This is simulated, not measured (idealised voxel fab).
process module | voxel wiring stack
For reference, the cross-section in this document is cut, with width 260 nm and square cells of 5 nm.
A cross-section is a grid of square cells, given in bands from the top down. A band is one or more rows of cells.
Top height, bottom height, nm. Materials left to right, width each, nm. Single material + "throughout" = fills band edge to edge. "blank" = empty.
For the purposes of this specification, 0 denotes the height below which the wafer in its as-received condition is composed wholly of one material, and the lowermost band, lacking a lower limit, extends downward without end, as expressed in "0 and below".
Think of "30..40" as a width that walks from the first number to the second as you go down the band, top row to bottom row, taking equal-sized steps from row to row.
"no alteration" for a step: no cell of the cross-section changed in that step.
Empty spaces counting at least 8 cells and having no open way to the top are listed in "Enclosed void inventory". The notation width x height at distance is used for each, the distance being from the left edge and all three values in nm.
What comes after the settings on a step's line is commentary from the simulator itself on that step.
Steps that use a mask can have "overlay nm" on their line. It says how far the mask sat to the right of where it was meant to be. Negative means to the left.
Every pair from here on: before one process step, after it. The after cross-section reaches only to the lowest band that changed. Below the pair: the step in between and its settings. Pairs can belong to different runs of this module on the same starting wafer; a pair carries on from the pair above only if the entry headed "Pre-step view" says so.
PRE-STEP VIEW
- 0 and below  Si throughout
- Enclosed void inventory: none
RESULTING STRUCTURE
- 10 down to 0  SiO2 throughout
- Heights below 0 show no change.
- Enclosed void inventory: none
Step, pre vs post cross-sections above: CONFORMAL_DEP: material SiO2, thk nm 10
Pre-step view: = after-state of the pair above.
RESULTING STRUCTURE
- 15 down to 10  TiN throughout
- Heights below 10 show no change.
- Enclosed void inventory: none
Step, pre vs post cross-sections above: DIRECTIONAL_DEP: material TiN, thk nm 5
Pre-step view: = after-state of the pair above.
RESULTING STRUCTURE
- 35 down to 15  Ru throughout
- Heights below 15 show no change.
- Enclosed void inventory: none
Step, pre vs post cross-sections above: DIRECTIONAL_DEP: material Ru, thk nm 20
Pre-step view: = after-state of the pair above.
RESULTING STRUCTURE
- 55 down to 35  40 of blank, then 30 of resist, then 20 of blank, then 30 of resist, then 20 of blank, then 30 of resist, then 20 of blank, then 30 of resist, then 40 of blank
- Heights below 35 show no change.
- Enclosed void inventory: none
Step, pre vs post cross-sections above: PATTERN: tone cover, mask id METAL_1, material resist, width nm 30, pitch nm 50, thk nm 20, overlay nm 0
Pre-step view: = after-state of the pair above.
RESULTING STRUCTURE
- 55 down to 35  40 of blank, then 30 of resist, then 20 of blank, then 30 of resist, then 20 of blank, then 30 of resist, then 20 of blank, then 30 of resist, then 40 of blank
- 35 down to 15  40 of blank, then 30 of Ru, then 20 of blank, then 30 of Ru, then 20 of blank, then 30 of Ru, then 20 of blank, then 30 of Ru, then 40 of blank
- Heights below 15 show no change.
- Enclosed void inventory: none
Step, pre vs post cross-sections above: DIRECTIONAL_ETCH: etch materials Ru, depth nm 20
Pre-step view: = after-state of the pair above.
RESULTING STRUCTURE
- 55 down to 35  40 of blank, then 30 of resist, then 20 of blank, then 30 of resist, then 20 of blank, then 30 of resist, then 20 of blank, then 30 of resist, then 40 of blank
- 35 down to 15  40 of blank, then 30 of Ru, then 20 of blank, then 30 of Ru, then 20 of blank, then 30 of Ru, then 20 of blank, then 30 of Ru, then 40 of blank
- 15 down to 10  40 of blank, then 30 of TiN, then 20 of blank, then 30 of TiN, then 20 of blank, then 30 of TiN, then 20 of blank, then 30 of TiN, then 40 of blank
- Heights below 10 show no change.
- Enclosed void inventory: none
Step, pre vs post cross-sections above: DIRECTIONAL_ETCH: etch materials TiN, depth nm 5
Pre-step view: = after-state of the pair above.
RESULTING STRUCTURE
- 35 down to 15  40 of blank, then 30 of Ru, then 20 of blank, then 30 of Ru, then 20 of blank, then 30 of Ru, then 20 of blank, then 30 of Ru, then 40 of blank
- Heights below 15 show no change.
- Enclosed void inventory: none
Step, pre vs post cross-sections above: STRIP: etch materials resist
Pre-step view: = after-state of the pair above.
RESULTING STRUCTURE
- 40 down to 35  SiO2 throughout
- 35 down to 15  40 of SiO2, then 30 of Ru, then 20 of SiO2, then 30 of Ru, then 20 of SiO2, then 30 of Ru, then 20 of SiO2, then 30 of Ru, then 40 of SiO2
- 15 down to 10  40 of SiO2, then 30 of TiN, then 20 of SiO2, then 30 of TiN, then 20 of SiO2, then 30 of TiN, then 20 of SiO2, then 30 of TiN, then 40 of SiO2
- Heights below 10 show no change.
- Enclosed void inventory: none
Step, pre vs post cross-sections above: FILL_DEP: material SiO2, thk nm 5
Pre-step view: = after-state of the pair above.
RESULTING STRUCTURE
- 35 down to 15  40 of SiO2, then 30 of Ru, then 20 of SiO2, then 30 of Ru, then 20 of SiO2, then 30 of Ru, then 20 of SiO2, then 30 of Ru, then 40 of SiO2
- Heights below 15 show no change.
- Enclosed void inventory: none
Step, pre vs post cross-sections above: CMP: height nm 35
Pre-step view: = after-state of the pair above.
RESULTING STRUCTURE
- 40 down to 35  SiCN throughout
- Heights below 35 show no change.
- Enclosed void inventory: none
Step, pre vs post cross-sections above: CONFORMAL_DEP: material SiCN, thk nm 5
Pre-step view: = after-state of the pair above.
RESULTING STRUCTURE
- 50 down to 40  SiO2 throughout
- Heights below 40 show no change.
- Enclosed void inventory: none
Step, pre vs post cross-sections above: DIRECTIONAL_DEP: material SiO2, thk nm 10
Pre-step view: = after-state of the pair above.
RESULTING STRUCTURE
- 60 down to 50  aC throughout
- Heights below 50 show no change.
- Enclosed void inventory: none
Step, pre vs post cross-sections above: DIRECTIONAL_DEP: material aC, thk nm 10
Pre-step view: = after-state of the pair above.
RESULTING STRUCTURE
- 85 down to 60  40 of resist, then 15 of blank, then 35 of resist, then 15 of blank, then 35 of resist, then 15 of blank, then 35 of resist, then 15 of blank, then 55 of resist
- Heights below 60 show no change.
- Enclosed void inventory: none
Step, pre vs post cross-sections above: PATTERN: tone open, mask id PLUG_1, material resist, width nm 15, pitch nm 50, thk nm 25, overlay nm 0
Pre-step view: = after-state of the pair above.
RESULTING STRUCTURE
- 75 down to 60  40 of resist, then 15 of blank, then 35 of resist, then 15 of blank, then 35 of resist, then 15 of blank, then 35 of resist, then 15 of blank, then 55 of resist
- 60 down to 50  40 of aC, then 15 of blank, then 35 of aC, then 15 of blank, then 35 of aC, then 15 of blank, then 35 of aC, then 15 of blank, then 55 of aC
- Heights below 50 show no change.
- Enclosed void inventory: none
Step, pre vs post cross-sections above: DIRECTIONAL_ETCH: etch materials aC, depth nm 10
Pre-step view: = after-state of the pair above.
RESULTING STRUCTURE
- 60 down to 50  40 of aC, then 15 of blank, then 35 of aC, then 15 of blank, then 35 of aC, then 15 of blank, then 35 of aC, then 15 of blank, then 55 of aC
- Heights below 50 show no change.
- Enclosed void inventory: none
Step, pre vs post cross-sections above: STRIP: etch materials resist
Pre-step view: = after-state of the pair above.
RESULTING STRUCTURE
- 60 down to 50  40 of aC, then 15 of blank, then 35 of aC, then 15 of blank, then 35 of aC, then 15 of blank, then 35 of aC, then 15 of blank, then 55 of aC
- 50 down to 40  40 of SiO2, then 15 of blank, then 35 of SiO2, then 15 of blank, then 35 of SiO2, then 15 of blank, then 35 of SiO2, then 15 of blank, then 55 of SiO2
- Heights below 40 show no change.
- Enclosed void inventory: none
Step, pre vs post cross-sections above: DIRECTIONAL_ETCH: etch materials SiO2, depth nm 10
Pre-step view: = after-state of the pair above.
RESULTING STRUCTURE
- 60 down to 50  40 of aC, then 15 of blank, then 35 of aC, then 15 of blank, then 35 of aC, then 15 of blank, then 35 of aC, then 15 of blank, then 55 of aC
- 50 down to 40  40 of SiO2, then 15 of blank, then 35 of SiO2, then 15 of blank, then 35 of SiO2, then 15 of blank, then 35 of SiO2, then 15 of blank, then 55 of SiO2
- 40 down to 35  40 of SiCN, then 15 of blank, then 35 of SiCN, then 15 of blank, then 35 of SiCN, then 15 of blank, then 35 of SiCN, then 15 of blank, then 55 of SiCN
- Heights below 35 show no change.
- Enclosed void inventory: none
Step, pre vs post cross-sections above: DIRECTIONAL_ETCH: etch materials SiCN, depth nm 5
Pre-step view: = after-state of the pair above.
RESULTING STRUCTURE
- 50 down to 40  40 of SiO2, then 15 of blank, then 35 of SiO2, then 15 of blank, then 35 of SiO2, then 15 of blank, then 35 of SiO2, then 15 of blank, then 55 of SiO2
- Heights below 40 show no change.
- Enclosed void inventory: none
Step, pre vs post cross-sections above: STRIP: etch materials aC
Pre-step view: = after-state of the pair above.
RESULTING STRUCTURE
- 50 down to 45  40 of SiO2, then 15 of blank, then 35 of SiO2, then 15 of blank, then 35 of SiO2, then 15 of blank, then 35 of SiO2, then 15 of blank, then 55 of SiO2
- 45 down to 40  40 of SiO2, then 15 of Ru, then 35 of SiO2, then 15 of Ru, then 35 of SiO2, then 15 of Ru, then 35 of SiO2, then 15 of Ru, then 55 of SiO2
- 40 down to 35  40 of SiCN, then 15 of Ru, then 35 of SiCN, then 15 of Ru, then 35 of SiCN, then 15 of Ru, then 35 of SiCN, then 15 of Ru, then 55 of SiCN
- Heights below 35 show no change.
- Enclosed void inventory: none
Step, pre vs post cross-sections above: EPI: material Ru, thk nm 10
Pre-step view: = after-state of the pair above.
RESULTING STRUCTURE
- 50 down to 40  40 of SiO2, then 15 of Ru, then 35 of SiO2, then 15 of Ru, then 35 of SiO2, then 15 of Ru, then 35 of SiO2, then 15 of Ru, then 55 of SiO2
- Heights below 40 show no change.
- Enclosed void inventory: none
Step, pre vs post cross-sections above: EPI: material Ru, thk nm 5
Pre-step view: = after-state of the pair above.
RESULTING STRUCTURE
- 55 down to 50  TiN throughout
- Heights below 50 show no change.
- Enclosed void inventory: none
Step, pre vs post cross-sections above: DIRECTIONAL_DEP: material TiN, thk nm 5
Pre-step view: = after-state of the pair above.
RESULTING STRUCTURE
- 80 down to 55  Ru throughout
- Heights below 55 show no change.
- Enclosed void inventory: none
Step, pre vs post cross-sections above: DIRECTIONAL_DEP: material Ru, thk nm 25
Pre-step view: = after-state of the pair above.
RESULTING STRUCTURE
- 90 down to 80  aC throughout
- Heights below 80 show no change.
- Enclosed void inventory: none
Step, pre vs post cross-sections above: DIRECTIONAL_DEP: material aC, thk nm 10
Pre-step view: = after-state of the pair above.
RESULTING STRUCTURE
- 120 down to 90  40 of blank, then 30 of resist, then 20 of blank, then 30 of resist, then 20 of blank, then 30 of resist, then 20 of blank, then 30 of resist, then 40 of blank
- Heights below 90 show no change.
- Enclosed void inventory: none
Step, pre vs post cross-sections above: PATTERN: tone cover, mask id METAL_2, material resist, width nm 30, pitch nm 50, thk nm 30, overlay nm 0
Pre-step view: = after-state of the pair above.
RESULTING STRUCTURE
- 110 down to 90  40 of blank, then 30 of resist, then 20 of blank, then 30 of resist, then 20 of blank, then 30 of resist, then 20 of blank, then 30 of resist, then 40 of blank
- 90 down to 80  40 of blank, then 30 of aC, then 20 of blank, then 30 of aC, then 20 of blank, then 30 of aC, then 20 of blank, then 30 of aC, then 40 of blank
- Heights below 80 show no change.
- Enclosed void inventory: none
Step, pre vs post cross-sections above: DIRECTIONAL_ETCH: etch materials aC, depth nm 10
Pre-step view: = after-state of the pair above.
RESULTING STRUCTURE
- 90 down to 80  40 of blank, then 30 of aC, then 20 of blank, then 30 of aC, then 20 of blank, then 30 of aC, then 20 of blank, then 30 of aC, then 40 of blank
- Heights below 80 show no change.
- Enclosed void inventory: none
Step, pre vs post cross-sections above: STRIP: etch materials resist
Pre-step view: = after-state of the pair above.
RESULTING STRUCTURE
- 90 down to 80  40 of blank, then 30 of aC, then 20 of blank, then 30 of aC, then 20 of blank, then 30 of aC, then 20 of blank, then 30 of aC, then 40 of blank
- 80 down to 55  40 of blank, then 30 of Ru, then 20 of blank, then 30 of Ru, then 20 of blank, then 30 of Ru, then 20 of blank, then 30 of Ru, then 40 of blank
- Heights below 55 show no change.
- Enclosed void inventory: none
Step, pre vs post cross-sections above: DIRECTIONAL_ETCH: etch materials Ru, depth nm 25
Pre-step view: = after-state of the pair above.
RESULTING STRUCTURE
- 90 down to 80  40 of blank, then 30 of aC, then 20 of blank, then 30 of aC, then 20 of blank, then 30 of aC, then 20 of blank, then 30 of aC, then 40 of blank
- 80 down to 55  40 of blank, then 30 of Ru, then 20 of blank, then 30 of Ru, then 20 of blank, then 30 of Ru, then 20 of blank, then 30 of Ru, then 40 of blank
- 55 down to 50  40 of blank, then 30 of TiN, then 20 of blank, then 30 of TiN, then 20 of blank, then 30 of TiN, then 20 of blank, then 30 of TiN, then 40 of blank
- Heights below 50 show no change.
- Enclosed void inventory: none
Step, pre vs post cross-sections above: DIRECTIONAL_ETCH: etch materials TiN, depth nm 5
Pre-step view: = after-state of the pair above.
RESULTING STRUCTURE
- 80 down to 55  40 of blank, then 30 of Ru, then 20 of blank, then 30 of Ru, then 20 of blank, then 30 of Ru, then 20 of blank, then 30 of Ru, then 40 of blank
- Heights below 55 show no change.
- Enclosed void inventory: none
Step, pre vs post cross-sections above: STRIP: etch materials aC
Pre-step view: = after-state of the pair above.
RESULTING STRUCTURE
- 90 down to 80  SiO2 throughout
- 80 down to 55  40 of SiO2, then 30 of Ru, then 20 of SiO2, then 30 of Ru, then 20 of SiO2, then 30 of Ru, then 20 of SiO2, then 30 of Ru, then 40 of SiO2
- 55 down to 50  40 of SiO2, then 30 of TiN, then 20 of SiO2, then 30 of TiN, then 20 of SiO2, then 30 of TiN, then 20 of SiO2, then 30 of TiN, then 40 of SiO2
- Heights below 50 show no change.
- Enclosed void inventory: none
Step, pre vs post cross-sections above: FILL_DEP: material SiO2, thk nm 10
Pre-step view: = after-state of the pair above.
RESULTING STRUCTURE
- 80 down to 55  40 of SiO2, then 30 of Ru, then 20 of SiO2, then 30 of Ru, then 20 of SiO2, then 30 of Ru, then 20 of SiO2, then 30 of Ru, then 40 of SiO2
- Heights below 55 show no change.
- Enclosed void inventory: none
Step, pre vs post cross-sections above: CMP: height nm 80
Pre-step view: = after-state of the pair above.
RESULTING STRUCTURE
- 85 down to 80  SiCN throughout
- Heights below 80 show no change.
- Enclosed void inventory: none
Step, pre vs post cross-sections above: CONFORMAL_DEP: material SiCN, thk nm 5
Pre-step view: = after-state of the pair above.
RESULTING STRUCTURE
- 110 down to 85  lowk throughout
- Heights below 85 show no change.
- Enclosed void inventory: none
Step, pre vs post cross-sections above: DIRECTIONAL_DEP: material lowk, thk nm 25
Pre-step view: = after-state of the pair above.
RESULTING STRUCTURE
- 125 down to 110  aC throughout
- Heights below 110 show no change.
- Enclosed void inventory: none
Step, pre vs post cross-sections above: DIRECTIONAL_DEP: material aC, thk nm 15
Pre-step view: = after-state of the pair above.
RESULTING STRUCTURE
- 160 down to 125  40 of resist, then 15 of blank, then 35 of resist, then 15 of blank, then 35 of resist, then 15 of blank, then 35 of resist, then 15 of blank, then 55 of resist
- Heights below 125 show no change.
- Enclosed void inventory: none
Step, pre vs post cross-sections above: PATTERN: tone open, mask id METAL_3_HOLES, material resist, width nm 15, pitch nm 50, thk nm 35, overlay nm 0
Pre-step view: = after-state of the pair above.
RESULTING STRUCTURE
- 145 down to 125  40 of resist, then 15 of blank, then 35 of resist, then 15 of blank, then 35 of resist, then 15 of blank, then 35 of resist, then 15 of blank, then 55 of resist
- 125 down to 110  40 of aC, then 15 of blank, then 35 of aC, then 15 of blank, then 35 of aC, then 15 of blank, then 35 of aC, then 15 of blank, then 55 of aC
- Heights below 110 show no change.
- Enclosed void inventory: none
Step, pre vs post cross-sections above: DIRECTIONAL_ETCH: etch materials aC, depth nm 15
Pre-step view: = after-state of the pair above.
RESULTING STRUCTURE
- 125 down to 110  40 of aC, then 15 of blank, then 35 of aC, then 15 of blank, then 35 of aC, then 15 of blank, then 35 of aC, then 15 of blank, then 55 of aC
- Heights below 110 show no change.
- Enclosed void inventory: none
Step, pre vs post cross-sections above: STRIP: etch materials resist
Pre-step view: = after-state of the pair above.
RESULTING STRUCTURE
- 125 down to 110  40 of aC, then 15 of blank, then 35 of aC, then 15 of blank, then 35 of aC, then 15 of blank, then 35 of aC, then 15 of blank, then 55 of aC
- 110 down to 85  40 of lowk, then 15 of blank, then 35 of lowk, then 15 of blank, then 35 of lowk, then 15 of blank, then 35 of lowk, then 15 of blank, then 55 of lowk
- Heights below 85 show no change.
- Enclosed void inventory: none
Step, pre vs post cross-sections above: DIRECTIONAL_ETCH: etch materials lowk, depth nm 25
Pre-step view: = after-state of the pair above.
RESULTING STRUCTURE
- 110 down to 85  40 of lowk, then 15 of blank, then 35 of lowk, then 15 of blank, then 35 of lowk, then 15 of blank, then 35 of lowk, then 15 of blank, then 55 of lowk
- Heights below 85 show no change.
- Enclosed void inventory: none
Step, pre vs post cross-sections above: STRIP: etch materials aC
Pre-step view: = after-state of the pair above.
RESULTING STRUCTURE
- 120 down to 110  40 of aC, then 15 of blank, then 35 of aC, then 15 of blank, then 35 of aC, then 15 of blank, then 35 of aC, then 15 of blank, then 55 of aC
- 110 down to 95  40 of lowk, then 15 of blank, then 35 of lowk, then 15 of blank, then 35 of lowk, then 15 of blank, then 35 of lowk, then 15 of blank, then 55 of lowk
- 95 down to 85  40 of lowk, then 15 of aC, then 35 of lowk, then 15 of aC, then 35 of lowk, then 15 of aC, then 35 of lowk, then 15 of aC, then 55 of lowk
- Heights below 85 show no change.
- Enclosed void inventory: none
Step, pre vs post cross-sections above: DIRECTIONAL_DEP: material aC, thk nm 10
Pre-step view: = after-state of the pair above.
RESULTING STRUCTURE
- 145 down to 120  40 of resist, then 30 of blank, then 20 of resist, then 30 of blank, then 20 of resist, then 30 of blank, then 20 of resist, then 30 of blank, then 40 of resist
- Heights below 120 show no change.
- Enclosed void inventory: none
Step, pre vs post cross-sections above: PATTERN: tone open, mask id METAL_3, material resist, width nm 30, pitch nm 50, thk nm 25, overlay nm 0
Pre-step view: = after-state of the pair above.
RESULTING STRUCTURE
- 135 down to 120  40 of resist, then 30 of blank, then 20 of resist, then 30 of blank, then 20 of resist, then 30 of blank, then 20 of resist, then 30 of blank, then 40 of resist
- 120 down to 110  40 of aC, then 30 of blank, then 20 of aC, then 30 of blank, then 20 of aC, then 30 of blank, then 20 of aC, then 30 of blank, then 40 of aC
- 110 down to 85  40 of lowk, then 15 of blank, then 35 of lowk, then 15 of blank, then 35 of lowk, then 15 of blank, then 35 of lowk, then 15 of blank, then 55 of lowk
- Heights below 85 show no change.
- Enclosed void inventory: none
Step, pre vs post cross-sections above: DIRECTIONAL_ETCH: etch materials aC, depth nm 10
Pre-step view: = after-state of the pair above.
RESULTING STRUCTURE
- 120 down to 110  40 of aC, then 30 of blank, then 20 of aC, then 30 of blank, then 20 of aC, then 30 of blank, then 20 of aC, then 30 of blank, then 40 of aC
- Heights below 110 show no change.
- Enclosed void inventory: none
Step, pre vs post cross-sections above: STRIP: etch materials resist
Pre-step view: = after-state of the pair above.
RESULTING STRUCTURE
- 120 down to 110  40 of aC, then 30 of blank, then 20 of aC, then 30 of blank, then 20 of aC, then 30 of blank, then 20 of aC, then 30 of blank, then 40 of aC
- 110 down to 95  40 of lowk, then 30 of blank, then 20 of lowk, then 30 of blank, then 20 of lowk, then 30 of blank, then 20 of lowk, then 30 of blank, then 40 of lowk
- Heights below 95 show no change.
- Enclosed void inventory: none
Step, pre vs post cross-sections above: DIRECTIONAL_ETCH: etch materials lowk, depth nm 15
Pre-step view: = after-state of the pair above.
RESULTING STRUCTURE
- 120 down to 110  40 of aC, then 30 of blank, then 20 of aC, then 30 of blank, then 20 of aC, then 30 of blank, then 20 of aC, then 30 of blank, then 40 of aC
- 110 down to 95  40 of lowk, then 30 of blank, then 20 of lowk, then 30 of blank, then 20 of lowk, then 30 of blank, then 20 of lowk, then 30 of blank, then 40 of lowk
- 95 down to 85  40 of lowk, then 15 of blank, then 35 of lowk, then 15 of blank, then 35 of lowk, then 15 of blank, then 35 of lowk, then 15 of blank, then 55 of lowk
- 85 down to 80  40 of SiCN, then 15 of blank, then 35 of SiCN, then 15 of blank, then 35 of SiCN, then 15 of blank, then 35 of SiCN, then 15 of blank, then 55 of SiCN
- Heights below 80 show no change.
- Enclosed void inventory: none
Step, pre vs post cross-sections above: DIRECTIONAL_ETCH: etch materials SiCN, depth nm 5
Pre-step view: = after-state of the pair above.
RESULTING STRUCTURE
- 110 down to 95  40 of lowk, then 30 of blank, then 20 of lowk, then 30 of blank, then 20 of lowk, then 30 of blank, then 20 of lowk, then 30 of blank, then 40 of lowk
- Heights below 95 show no change.
- Enclosed void inventory: none
Step, pre vs post cross-sections above: STRIP: etch materials aC
Pre-step view: = after-state of the pair above.
RESULTING STRUCTURE
- 115 down to 110  45 of TiN, then 20 of blank, then 30 of TiN, then 20 of blank, then 30 of TiN, then 20 of blank, then 30 of TiN, then 20 of blank, then 45 of TiN
- 110 down to 100  40 of lowk, then 5 of TiN, then 20 of blank, then 5 of TiN, then 20 of lowk, then 5 of TiN, then 20 of blank, then 5 of TiN, then 20 of lowk, then 5 of TiN, then 20 of blank, then 5 of TiN, then 20 of lowk, then 5 of TiN, then 20 of blank, then 5 of TiN, then 40 of lowk
- 100 down to 95  40 of lowk, then 5 of TiN, then 5 of blank, then 20 of TiN, then 20 of lowk, then 5 of TiN, then 5 of blank, then 20 of TiN, then 20 of lowk, then 5 of TiN, then 5 of blank, then 20 of TiN, then 20 of lowk, then 5 of TiN, then 5 of blank, then 20 of TiN, then 40 of lowk
- 95 down to 85  40 of lowk, then 5 of TiN, then 5 of blank, then 5 of TiN, then 35 of lowk, then 5 of TiN, then 5 of blank, then 5 of TiN, then 35 of lowk, then 5 of TiN, then 5 of blank, then 5 of TiN, then 35 of lowk, then 5 of TiN, then 5 of blank, then 5 of TiN, then 55 of lowk
- 85 down to 80  40 of SiCN, then 15 of TiN, then 35 of SiCN, then 15 of TiN, then 35 of SiCN, then 15 of TiN, then 35 of SiCN, then 15 of TiN, then 55 of SiCN
- Heights below 80 show no change.
- Enclosed void inventory: none
Step, pre vs post cross-sections above: CONFORMAL_DEP: material TiN, thk nm 5
Pre-step view: = after-state of the pair above.
RESULTING STRUCTURE
- 120 down to 115  Cu throughout
- 115 down to 110  45 of TiN, then 20 of Cu, then 30 of TiN, then 20 of Cu, then 30 of TiN, then 20 of Cu, then 30 of TiN, then 20 of Cu, then 45 of TiN
- 110 down to 100  40 of lowk, then 5 of TiN, then 20 of Cu, then 5 of TiN, then 20 of lowk, then 5 of TiN, then 20 of Cu, then 5 of TiN, then 20 of lowk, then 5 of TiN, then 20 of Cu, then 5 of TiN, then 20 of lowk, then 5 of TiN, then 20 of Cu, then 5 of TiN, then 40 of lowk
- 100 down to 95  40 of lowk, then 5 of TiN, then 5 of Cu, then 20 of TiN, then 20 of lowk, then 5 of TiN, then 5 of Cu, then 20 of TiN, then 20 of lowk, then 5 of TiN, then 5 of Cu, then 20 of TiN, then 20 of lowk, then 5 of TiN, then 5 of Cu, then 20 of TiN, then 40 of lowk
- 95 down to 85  40 of lowk, then 5 of TiN, then 5 of Cu, then 5 of TiN, then 35 of lowk, then 5 of TiN, then 5 of Cu, then 5 of TiN, then 35 of lowk, then 5 of TiN, then 5 of Cu, then 5 of TiN, then 35 of lowk, then 5 of TiN, then 5 of Cu, then 5 of TiN, then 55 of lowk
- Heights below 85 show no change.
- Enclosed void inventory: none
Step, pre vs post cross-sections above: FILL_DEP: material Cu, thk nm 5
Pre-step view: = after-state of the pair above.
RESULTING STRUCTURE
- 110 down to 100  40 of lowk, then 5 of TiN, then 20 of Cu, then 5 of TiN, then 20 of lowk, then 5 of TiN, then 20 of Cu, then 5 of TiN, then 20 of lowk, then 5 of TiN, then 20 of Cu, then 5 of TiN, then 20 of lowk, then 5 of TiN, then 20 of Cu, then 5 of TiN, then 40 of lowk
- Heights below 100 show no change.
- Enclosed void inventory: none
Step, pre vs post cross-sections above: CMP: height nm 110
Pre-step view: = after-state of the pair above.
RESULTING STRUCTURE
- 115 down to 110  SiCN throughout
- Heights below 110 show no change.
- Enclosed void inventory: none
Step, pre vs post cross-sections above: CONFORMAL_DEP: material SiCN, thk nm 5
Pre-step view: = after-state of the pair above.
RESULTING STRUCTURE
- 130 down to 115  SiO2 throughout
- Heights below 115 show no change.
- Enclosed void inventory: none
Step, pre vs post cross-sections above: DIRECTIONAL_DEP: material SiO2, thk nm 15
Pre-step view: = after-state of the pair above.
RESULTING STRUCTURE
- 140 down to 130  aC throughout
- Heights below 130 show no change.
- Enclosed void inventory: none
Step, pre vs post cross-sections above: DIRECTIONAL_DEP: material aC, thk nm 10
Pre-step view: = after-state of the pair above.
RESULTING STRUCTURE
- 165 down to 140  40 of resist, then 15 of blank, then 35 of resist, then 15 of blank, then 35 of resist, then 15 of blank, then 35 of resist, then 15 of blank, then 55 of resist
- Heights below 140 show no change.
- Enclosed void inventory: none
Step, pre vs post cross-sections above: PATTERN: tone open, mask id PLUG_3, material resist, width nm 15, pitch nm 50, thk nm 25, overlay nm 0
Pre-step view: = after-state of the pair above.
RESULTING STRUCTURE
- 155 down to 140  40 of resist, then 15 of blank, then 35 of resist, then 15 of blank, then 35 of resist, then 15 of blank, then 35 of resist, then 15 of blank, then 55 of resist
- 140 down to 130  40 of aC, then 15 of blank, then 35 of aC, then 15 of blank, then 35 of aC, then 15 of blank, then 35 of aC, then 15 of blank, then 55 of aC
- Heights below 130 show no change.
- Enclosed void inventory: none
Step, pre vs post cross-sections above: DIRECTIONAL_ETCH: etch materials aC, depth nm 10
Pre-step view: = after-state of the pair above.
RESULTING STRUCTURE
- 140 down to 130  40 of aC, then 15 of blank, then 35 of aC, then 15 of blank, then 35 of aC, then 15 of blank, then 35 of aC, then 15 of blank, then 55 of aC
- Heights below 130 show no change.
- Enclosed void inventory: none
Step, pre vs post cross-sections above: STRIP: etch materials resist
Pre-step view: = after-state of the pair above.
RESULTING STRUCTURE
- 140 down to 130  40 of aC, then 15 of blank, then 35 of aC, then 15 of blank, then 35 of aC, then 15 of blank, then 35 of aC, then 15 of blank, then 55 of aC
- 130 down to 115  40 of SiO2, then 15 of blank, then 35 of SiO2, then 15 of blank, then 35 of SiO2, then 15 of blank, then 35 of SiO2, then 15 of blank, then 55 of SiO2
- Heights below 115 show no change.
- Enclosed void inventory: none
Step, pre vs post cross-sections above: DIRECTIONAL_ETCH: etch materials SiO2, depth nm 15
Pre-step view: = after-state of the pair above.
RESULTING STRUCTURE
- 140 down to 130  40 of aC, then 15 of blank, then 35 of aC, then 15 of blank, then 35 of aC, then 15 of blank, then 35 of aC, then 15 of blank, then 55 of aC
- 130 down to 115  40 of SiO2, then 15 of blank, then 35 of SiO2, then 15 of blank, then 35 of SiO2, then 15 of blank, then 35 of SiO2, then 15 of blank, then 55 of SiO2
- 115 down to 110  40 of SiCN, then 15 of blank, then 35 of SiCN, then 15 of blank, then 35 of SiCN, then 15 of blank, then 35 of SiCN, then 15 of blank, then 55 of SiCN
- Heights below 110 show no change.
- Enclosed void inventory: none
Step, pre vs post cross-sections above: DIRECTIONAL_ETCH: etch materials SiCN, depth nm 5
Pre-step view: = after-state of the pair above.
RESULTING STRUCTURE
- 130 down to 115  40 of SiO2, then 15 of blank, then 35 of SiO2, then 15 of blank, then 35 of SiO2, then 15 of blank, then 35 of SiO2, then 15 of blank, then 55 of SiO2
- Heights below 115 show no change.
- Enclosed void inventory: none
Step, pre vs post cross-sections above: STRIP: etch materials aC
Pre-step view: = after-state of the pair above.
RESULTING STRUCTURE
- 130 down to 120  40 of SiO2, then 15 of blank, then 35 of SiO2, then 15 of blank, then 35 of SiO2, then 15 of blank, then 35 of SiO2, then 15 of blank, then 55 of SiO2
- 120 down to 115  40 of SiO2, then 15 of Ru, then 35 of SiO2, then 15 of Ru, then 35 of SiO2, then 15 of Ru, then 35 of SiO2, then 15 of Ru, then 55 of SiO2
- 115 down to 110  40 of SiCN, then 15 of Ru, then 35 of SiCN, then 15 of Ru, then 35 of SiCN, then 15 of Ru, then 35 of SiCN, then 15 of Ru, then 55 of SiCN
- Heights below 110 show no change.
- Enclosed void inventory: none
Step, pre vs post cross-sections above: EPI: material Ru, thk nm 10
Pre-step view: = after-state of the pair above.
RESULTING STRUCTURE
- 130 down to 115  40 of SiO2, then 15 of Ru, then 35 of SiO2, then 15 of Ru, then 35 of SiO2, then 15 of Ru, then 35 of SiO2, then 15 of Ru, then 55 of SiO2
- Heights below 115 show no change.
- Enclosed void inventory: none
Step, pre vs post cross-sections above: EPI: material Ru, thk nm 10
Pre-step view: = after-state of the pair above.
RESULTING STRUCTURE
- 135 down to 130  TiN throughout
- Heights below 130 show no change.
- Enclosed void inventory: none
Step, pre vs post cross-sections above: DIRECTIONAL_DEP: material TiN, thk nm 5
Pre-step view: = after-state of the pair above.
RESULTING STRUCTURE
- 155 down to 135  Ru throughout
- Heights below 135 show no change.
- Enclosed void inventory: none
Step, pre vs post cross-sections above: DIRECTIONAL_DEP: material Ru, thk nm 20
Pre-step view: = after-state of the pair above.
RESULTING STRUCTURE
- 155 down to 135  40 of blank, then 30 of Ru, then 20 of blank, then 30 of Ru, then 20 of blank, then 30 of Ru, then 20 of blank, then 30 of Ru, then 40 of blank
- Heights below 135 show no change.
- Enclosed void inventory: none
Step, pre vs post cross-sections above: MASKED_ETCH: tone cover, mask id METAL_4, width nm 30, pitch nm 50, etch materials Ru, depth nm 20, overlay nm 0
Pre-step view: = after-state of the pair above.
RESULTING STRUCTURE
- 155 down to 135  40 of blank, then 30 of Ru, then 20 of blank, then 30 of Ru, then 20 of blank, then 30 of Ru, then 20 of blank, then 30 of Ru, then 40 of blank
- 135 down to 130  40 of blank, then 30 of TiN, then 20 of blank, then 30 of TiN, then 20 of blank, then 30 of TiN, then 20 of blank, then 30 of TiN, then 40 of blank
- Heights below 130 show no change.
- Enclosed void inventory: none
Step, pre vs post cross-sections above: MASKED_ETCH: tone cover, mask id METAL_4, width nm 30, pitch nm 50, etch materials TiN, depth nm 5, overlay nm 0
Pre-step view: = after-state of the pair above.
RESULTING STRUCTURE
- 160 down to 155  SiO2 throughout
- 155 down to 135  40 of SiO2, then 30 of Ru, then 20 of SiO2, then 30 of Ru, then 20 of SiO2, then 30 of Ru, then 20 of SiO2, then 30 of Ru, then 40 of SiO2
- 135 down to 130  40 of SiO2, then 30 of TiN, then 20 of SiO2, then 30 of TiN, then 20 of SiO2, then 30 of TiN, then 20 of SiO2, then 30 of TiN, then 40 of SiO2
- Heights below 130 show no change.
- Enclosed void inventory: none
Step, pre vs post cross-sections above: FILL_DEP: material SiO2, thk nm 5
